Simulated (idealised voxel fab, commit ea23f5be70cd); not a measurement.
Presented below is a process module, voxel self aligned vias.
Each square cell in cross-section cut measures 5 nm, and the section as a whole is 190 nm wide.
Cross-sections here: square-cell grids, written as top-down lists of bands, a band being one or more rows of cells.
It is stipulated that each band's entry specify, in nanometres, the height of the top of the band and then that of its bottom, followed by the materials of the band in left-to-right sequence, each together with its width in nanometres. A single material marked by the word "edge to edge" is understood to fill the band from edge to edge; the word "empty" is understood to denote empty space.
Convention: height 0 is the level below which the wafer, as received, is all one material. The lowest band does not terminate at the bottom but continues downward, represented as "0 nm and below".
Think of "30 to 40" as a width that walks from the first number to the second as you go down the band, top row to bottom row, taking equal-sized steps from row to row.
For the purposes of this document, the phrase "nothing got changed" attached to a step denotes that no cell within the cross-section was modified by that step.
The entry titled "Tabulated closed voids" provides the empty spaces that have no open way to the top, restricted to those of 8 cells or more. Each is presented as width x height at distance, the distance being measured from the left edge, with all three in nm.
Step line, after settings: the simulator's comment on this step.
Steps that use a mask can have "overlay nm" on their line. It says how far the mask sat to the right of where it was meant to be. Negative means to the left.
## Set out below are the planned steps of the process
1: RECEIVE | material Si
2: CONFORMAL_DEP | material SiO2 | thk nm 15
3: CONFORMAL_DEP | material SiCN | thk nm 5
4: DIRECTIONAL_DEP | material SiO2 | thk nm 30
5: DIRECTIONAL_DEP | material aC | thk nm 10
6: PATTERN | tone open | mask id LINES | material resist | width nm 25 | pitch nm 75 | thk nm 30 | overlay nm 0
7: DIRECTIONAL_ETCH | etch materials aC | depth nm 10
8: STRIP | etch materials resist
9: DIRECTIONAL_ETCH | etch materials SiO2 | depth nm 30
10: STRIP | etch materials aC
11: CONFORMAL_DEP | material TiN | thk nm 5
12: FILL_DEP | material W | thk nm 10
13: CMP | height nm 50
14: SELECTIVE_ETCH | etch materials W Ru TiN | depth nm 5
15: FILL_DEP | material SiN | thk nm 5
16: CMP | height nm 50
17: DIRECTIONAL_DEP | material SiO2 | thk nm 20
18: MASKED_ETCH | tone open | mask id VIAS | width nm 45 | pitch nm 75 | etch materials SiO2 | depth nm 20 | overlay nm 0
19: MASKED_ETCH | tone open | mask id VIAS | width nm 45 | pitch nm 75 | etch materials SiN | depth nm 5 | overlay nm 0
20: CONFORMAL_DEP | material TiN | thk nm 5
21: FILL_DEP | material W | thk nm 5
22: CMP | height nm 70
23: CONFORMAL_DEP | material SiCN | thk nm 5
## Step 1 complete: cross-section of the wafer as received
- 0 nm and below | Si edge to edge
- Tabulated closed voids: none
## Cross-section taken at module completion on the first of two wafers; processed per the plan
- 75 nm to 70 nm | SiCN edge to edge
- 70 nm to 55 nm | SiO2=35, then TiN=5, then W=35, then TiN=5, then SiO2=30, then TiN=5, then W=35, then TiN=5, then SiO2=35
- 55 nm to 50 nm | SiO2=35, then TiN=15, then W=15, then TiN=15, then SiO2=30, then TiN=15, then W=15, then TiN=15, then SiO2=35
- 50 nm to 45 nm | SiO2=45, then TiN=25, then SiO2=50, then TiN=25, then SiO2=45
- 45 nm to 25 nm | SiO2=45, then TiN=5, then W=15, then TiN=5, then SiO2=50, then TiN=5, then W=15, then TiN=5, then SiO2=45
- 25 nm to 20 nm | SiO2=45, then TiN=25, then SiO2=50, then TiN=25, then SiO2=45
- 20 nm to 15 nm | SiCN edge to edge
- 15 nm to 0 nm | SiO2 edge to edge
- 0 nm and below | Si edge to edge
- Tabulated closed voids: none
## This cross-section belongs to the second wafer of two at the end of the module; the start and the plan were shared with the first, and the run included one mistake
- 75 nm to 70 nm | SiCN edge to edge
- 70 nm to 50 nm | SiO2=35, then TiN=5, then W=35, then TiN=5, then SiO2=30, then TiN=5, then W=35, then TiN=5, then SiO2=35
- 50 nm to 45 nm | SiN=35, then TiN=45, then SiN=30, then TiN=45, then SiN=35
- 45 nm to 40 nm | W edge to edge
- 40 nm to 35 nm | TiN=50, then W=15, then TiN=60, then W=15, then TiN=50
- 35 nm to 10 nm | SiO2=45, then TiN=5, then W=15, then TiN=5, then SiO2=50, then TiN=5, then W=15, then TiN=5, then SiO2=45
- 10 nm to 5 nm | SiO2=45, then TiN=25, then SiO2=50, then TiN=25, then SiO2=45
- 5 nm to 0 nm | SiCN edge to edge
- 0 nm and below | Si edge to edge
- Tabulated closed voids: none
Run error: step 2 in the plan did not get run; it was skipped
Upon completion, the second wafer contains, in terms of cells, a greater or smaller amount of certain materials than the first wafer: SiN: 20 more; SiO2: 114 fewer; TiN: 36 more; W: 58 more
